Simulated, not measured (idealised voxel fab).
A process module follows: voxel double patterning.
Pictured: cross-section cut, 260 nm wide, on a grid of 5 nm square cells.
In this document a cross-section is written as a grid of square cells. It is given as a series of bands, listed from the top down, and a band is one or more rows of cells. What a band's entry tells you: where the top is and where the bottom is, as heights in nm, and after that what lies inside, material by material from left to right, each with its width in nm. Empty space is written as the word "blank", and a single material marked with the word "throughout" occupies the band from edge to edge. Below 0: as-received wafer, all one material; heights counted from there. Lowest band: no bottom, goes on down, written "0 and below". Top row gets the first number, bottom row gets the second, and each row in between changes by the same step: that is how a band width like "30 to 40" works. When a step is marked "nothing changed", none of the cells in the cross-section changed during that step. "Closed voids list": sealed empty spaces, 8 cells or more, no open way to top, listed width x height at distance, with distance from the left edge and width, height and distance in nm. Heads up: the bit after the settings on a step's line is the simulator's remark on that step. Steps that use a mask can have "overlay nm" on their line. It says how far the mask sat to the right of where it was meant to be. Negative means to the left.

Below is the list of planned process steps
1) RECEIVE [material Si]
2) CONFORMAL_DEP [material SiN] [thk nm 10]
3) DIRECTIONAL_DEP [material SiO2] [thk nm 15]
4) DIRECTIONAL_DEP [material SiCN] [thk nm 10]
5) PATTERN [tone open] [mask id FIRST] [material resist] [width nm 15] [pitch nm 50] [thk nm 15] [overlay nm 0]
6) DIRECTIONAL_ETCH [etch materials SiCN] [depth nm 10]
7) STRIP [etch materials resist]
8) DIRECTIONAL_DEP [material aC] [thk nm 15]
9) PATTERN [tone open] [mask id SECOND] [material resist] [width nm 15] [thk nm 35] [overlay nm 0]
10) DIRECTIONAL_ETCH [etch materials aC] [depth nm 15]
11) STRIP [etch materials resist]
12) DIRECTIONAL_ETCH [etch materials SiCN] [depth nm 10]
13) STRIP [etch materials aC]
14) DIRECTIONAL_ETCH [etch materials SiO2] [depth nm 15]
15) STRIP [etch materials SiCN]

As received, after step 1
	0 and below = Si throughout
	Closed voids list: none

First of two wafers: cross-section at end of module, run per plan
	25 down to 10 = SiO2: 95  blank: 15  SiO2: 10  blank: 15  SiO2: 10  blank: 15  SiO2: 100
	10 down to 0 = SiN throughout
	0 and below = Si throughout
	Closed voids list: none

End of module, second wafer, cross-section. Started like the first, planned like the first, run with one mistake
	25 down to 10 = SiO2: 95  blank: 15  SiO2: 10  blank: 15  SiO2: 10  blank: 15  SiO2: 100
	10 down to 0 = aC throughout
	0 and below = Si throughout
	Closed voids list: none
It is concluded that the wafer was processed incorrectly with respect to the plan, in that not per plan at step 2, really ran CONFORMAL_DEP [material aC] [thk nm 10]
The final cell counts differ between the wafers, with the second having more or fewer of some materials than the first: -104 SiN; +104 aC
